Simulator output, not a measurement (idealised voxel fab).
Title: Process Module voxel lift off
Cross-section cut spans 205 nm and uses square cells 5 nm in size.
The cross-sections in this document take the form of a grid made of square cells. They are written out as bands, in order from top to bottom. Each band consists of one or more rows of cells.
A band entry consists of two parts. The first gives the height of the band's top and the height of its bottom, in nm. The rest lists the band's materials from left to right, each with its width in nm. A single material labelled with the word "edge to edge" fills the band from edge to edge, and the word "blank" marks empty space.
Where do heights start? At 0: under that level the wafer as delivered is made of one material only. And the lowest band has no floor; it just carries on downward, as in "0 nm and below".
A width such as "30->40" changes by the same amount from each row of cells to the next, from the band's top row to its bottom row.
Where a step carries "identical to before", the cross-section came out of it unchanged, cell for cell.
"Voids, sealed" enumerates empty spaces isolated from the top, with no open way to it, that contain at least 8 cells, giving each as width x height at distance from the left edge, all three in nm.
Whatever follows a step's settings on its line is a remark the simulator itself makes about that step.
On any step carrying a mask, the "overlay nm" setting, if present on the step's line, tells how far right of its planned place the mask lay; negative values point to the left.
Process steps - plan:
1. RECEIVE, material Si
2. CONFORMAL_DEP, material Al2O3, thk nm 15
3. PATTERN, tone open, mask id LINES, material resist, width nm 30, pitch nm 55, thk nm 25, overlay nm 0
4. DIRECTIONAL_DEP, material Ru, thk nm 10
5. STRIP, etch materials resist
6. CONFORMAL_DEP, material SiN, thk nm 5
Incoming wafer in cross-section (state: after step 1):
  0 nm and below | Si edge to edge
  Voids, sealed: none
As-planned run: cross-section of the first of two wafers at end of module:
  30 nm to 25 nm | blank 55 nm, then SiN 40 nm, then blank 15 nm, then SiN 40 nm, then blank 55 nm
  25 nm to 20 nm | blank 55 nm, then SiN 5 nm, then Ru 30 nm, then SiN 5 nm, then blank 15 nm, then SiN 5 nm, then Ru 30 nm, then SiN 5 nm, then blank 55 nm
  20 nm to 15 nm | SiN 60 nm, then Ru 30 nm, then SiN 25 nm, then Ru 30 nm, then SiN 60 nm
  15 nm to 0 nm | Al2O3 edge to edge
  0 nm and below | Si edge to edge
  Voids, sealed: none
Second wafer of the two, sectioned at the end of the module. It began like the first and followed the same plan, but one mistake was made while running it:
  30 nm to 20 nm | blank 55 nm, then Ru 40 nm, then blank 15 nm, then Ru 40 nm, then blank 55 nm
  20 nm to 15 nm | Ru edge to edge
  15 nm to 0 nm | Al2O3 edge to edge
  0 nm and below | Si edge to edge
  Voids, sealed: none
Where did the run depart from the plan? rather than as planned, step 6 actually ran as CONFORMAL_DEP, material Ru, thk nm 5
Once processing is complete, comparing cell counts shows that the second wafer has more or fewer of certain materials than the first: 49 more of Ru, 49 fewer of SiN
